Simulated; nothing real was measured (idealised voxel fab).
process module | voxel released beams
cross-section cut | 145 nm wide | cells 5 nm
A cross-section is a grid of square cells, given in bands from the top down. A band is one or more rows of cells.
Each band's line starts with the height of the band's top and of its bottom, in nm. Then come its materials from left to right, each with its width in nm. One material with "throughout" fills the band from edge to edge. "air" is empty space.
Height 0 is the level under which the wafer as received is all one material. The lowest band goes on downwards, as in "0 down".
A width such as "30 to 40" changes by the same amount from each row of cells to the next, from the band's top row to its bottom row.
"no change" after a step means that no cell of the cross-section changed.
closed voids: empty space of 8 cells or more with no open way to the top, each as width x height at its distance from the left edge, in nm
after a step's settings: what the simulator itself notes on the step
overlay nm, on a step with a mask: how far to the right of its planned place the mask lay; to the left if negative
plan
1 op RECEIVE | material Si
2 op CONFORMAL_DEP | material Al2O3 | thk nm 10
3 op DIRECTIONAL_DEP | material SiO2 | thk nm 20
4 op DIRECTIONAL_DEP | material aC | thk nm 15
5 op PATTERN | tone open | mask id ANCHOR | material resist | width nm 25 | thk nm 30 | overlay nm 0
6 op DIRECTIONAL_ETCH | etch materials aC | depth nm 15
7 op STRIP | etch materials resist
8 op DIRECTIONAL_ETCH | etch materials SiO2 | depth nm 20
9 op STRIP | etch materials aC
10 op CONFORMAL_DEP | material SiN | thk nm 10
11 op PATTERN | tone cover | mask id BEAM | material resist | width nm 80 | thk nm 15 | overlay nm 0
12 op DIRECTIONAL_ETCH | etch materials SiN | depth nm 10
13 op STRIP | etch materials resist
14 op STRIP | etch materials SiO2
as received, after step 1
  0 down: Si throughout
  closed voids: none
first wafer at the end, as planned
  40 to 30: air 30 | SiN 15 | air 5 | SiN 60 | air 35
  30 to 20: air 35 | SiN 10 | air 5 | SiN 10 | air 85
  20 to 10: air 35 | SiN 25 | air 85
  10 to 0: Al2O3 throughout
  0 down: Si throughout
  closed voids: none
second wafer at the end: like start, like plan, one mistake
  40 to 30: air 30 | SiN 40 | air 75
  30 to 20: air 25 | SiN 10 | SiO2 25 | SiN 10 | air 75
  20 to 10: air 25 | SiN 10 | SiO2 25 | SiN 50 | air 35
  10 to 0: Al2O3 throughout
  0 down: Si throughout
  closed voids: none
what went wrong: step 5 ran as: op PATTERN | tone cover | mask id ANCHOR | material resist | width nm 25 | thk nm 30 | overlay nm 0
at the end the second wafer has, in cells: 20 more of SiO2
